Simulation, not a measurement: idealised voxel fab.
Proc. module: voxel self aligned vias
In the cross-section labelled cut, the width is 155 nm and each square cell is 5 nm.
How to read a cross-section here: the picture is a grid of square cells, written as bands going from the top down, and any band can span one or more rows of cells. It is stipulated that each band's entry specify, in nanometres, the height of the top of the band and then that of its bottom, followed by the materials of the band in left-to-right sequence, each together with its width in nanometres. A single material marked by the word "full width" is understood to fill the band from edge to edge; the word "blank" is understood to denote empty space. It should be noted that heights are counted from 0, beneath which the wafer as supplied is of one material throughout, and that the lowest band possesses no lower boundary but continues downward, as written in "z 0 and below". The expression "30..40" gives the width at the extremes of the band, the first number at its top row of cells and the second at its bottom row, with the width changing by equal amounts from each row to the next in between. For the purposes of this document, the phrase "identical to before" attached to a step denotes that no cell within the cross-section was modified by that step. Heads up: "Closed internal cavities" only lists the empty pockets with no open path to the top that are 8 cells or more, and it writes them as width x height at distance, distance from the left edge, in nm. Heads up: the bit after the settings on a step's line is the simulator's remark on that step. For masked steps, "overlay nm" on the step line gives how far right of plan the mask actually lay; a minus sign means it lay to the left.

### The planned process steps are enumerated hereunder
- 1: RECEIVE, material Si
- 2: CONFORMAL_DEP, material SiO2, thk nm 15
- 3: CONFORMAL_DEP, material SiCN, thk nm 5
- 4: DIRECTIONAL_DEP, material lowk, thk nm 30
- 5: MASKED_ETCH, tone open, mask id LINES, width nm 30, pitch nm 60, etch materials lowk, depth nm 30, overlay nm 0
- 6: CONFORMAL_DEP, material TiN, thk nm 5
- 7: FILL_DEP, material W, thk nm 5
- 8: CMP, height nm 50
- 9: SELECTIVE_ETCH, etch materials W Ru TiN, depth nm 5
- 10: FILL_DEP, material SiN, thk nm 10
- 11: CMP, height nm 50
- 12: DIRECTIONAL_DEP, material lowk, thk nm 20
- 13: DIRECTIONAL_DEP, material aC, thk nm 10
- 14: PATTERN, tone open, mask id VIAS, material resist, width nm 40, pitch nm 60, thk nm 25, overlay nm 0
- 15: DIRECTIONAL_ETCH, etch materials aC, depth nm 10
- 16: STRIP, etch materials resist
- 17: DIRECTIONAL_ETCH, etch materials lowk, depth nm 20
- 18: DIRECTIONAL_ETCH, etch materials SiN, depth nm 5
- 19: STRIP, etch materials aC
- 20: CONFORMAL_DEP, material TiN, thk nm 5
- 21: FILL_DEP, material Ru, thk nm 5
- 22: CMP, height nm 70
- 23: CONFORMAL_DEP, material SiN, thk nm 5

### As-received wafer cross-section (after step 1)
* z 0 and below | Si full width
* Closed internal cavities: none

### Cross-sectional image of the first of two wafers at the end of the module, the run having proceeded as planned
* z 75 to 70 | SiN full width
* z 70 to 55 | 25 nm lowk  5 nm TiN  30 nm Ru  5 nm TiN  20 nm lowk  5 nm TiN  30 nm Ru  5 nm TiN  30 nm lowk
* z 55 to 50 | 25 nm lowk  10 nm TiN  20 nm Ru  10 nm TiN  20 nm lowk  10 nm TiN  20 nm Ru  10 nm TiN  30 nm lowk
* z 50 to 45 | 30 nm lowk  30 nm TiN  30 nm lowk  30 nm TiN  35 nm lowk
* z 45 to 25 | 30 nm lowk  5 nm TiN  20 nm W  5 nm TiN  30 nm lowk  5 nm TiN  20 nm W  5 nm TiN  35 nm lowk
* z 25 to 20 | 30 nm lowk  30 nm TiN  30 nm lowk  30 nm TiN  35 nm lowk
* z 20 to 15 | SiCN full width
* z 15 to 0 | SiO2 full width
* z 0 and below | Si full width
* Closed internal cavities: none

### Same start, same plan as the first wafer - but one mistake in the run. Cross-section of the second of the two at the end of the module
* z 75 to 70 | SiN full width
* z 70 to 55 | 30 nm lowk  5 nm TiN  30 nm Ru  5 nm TiN  20 nm lowk  5 nm TiN  30 nm Ru  5 nm TiN  25 nm lowk
* z 55 to 50 | 30 nm lowk  5 nm TiN  20 nm Ru  15 nm TiN  20 nm lowk  5 nm TiN  20 nm Ru  15 nm TiN  25 nm lowk
* z 50 to 45 | 30 nm lowk  30 nm TiN  30 nm lowk  30 nm TiN  35 nm lowk
* z 45 to 25 | 30 nm lowk  5 nm TiN  20 nm W  5 nm TiN  30 nm lowk  5 nm TiN  20 nm W  5 nm TiN  35 nm lowk
* z 25 to 20 | 30 nm lowk  30 nm TiN  30 nm lowk  30 nm TiN  35 nm lowk
* z 20 to 15 | SiCN full width
* z 15 to 0 | SiO2 full width
* z 0 and below | Si full width
* Closed internal cavities: none
What was done differently from what was planned? in deviation from the planned setting, step 14 was conducted as PATTERN, tone open, mask id VIAS, material resist, width nm 40, pitch nm 60, thk nm 25, overlay nm 5
Tallied in cells, the final second wafer holds each material in the same quantity as the first, although not at the same places.
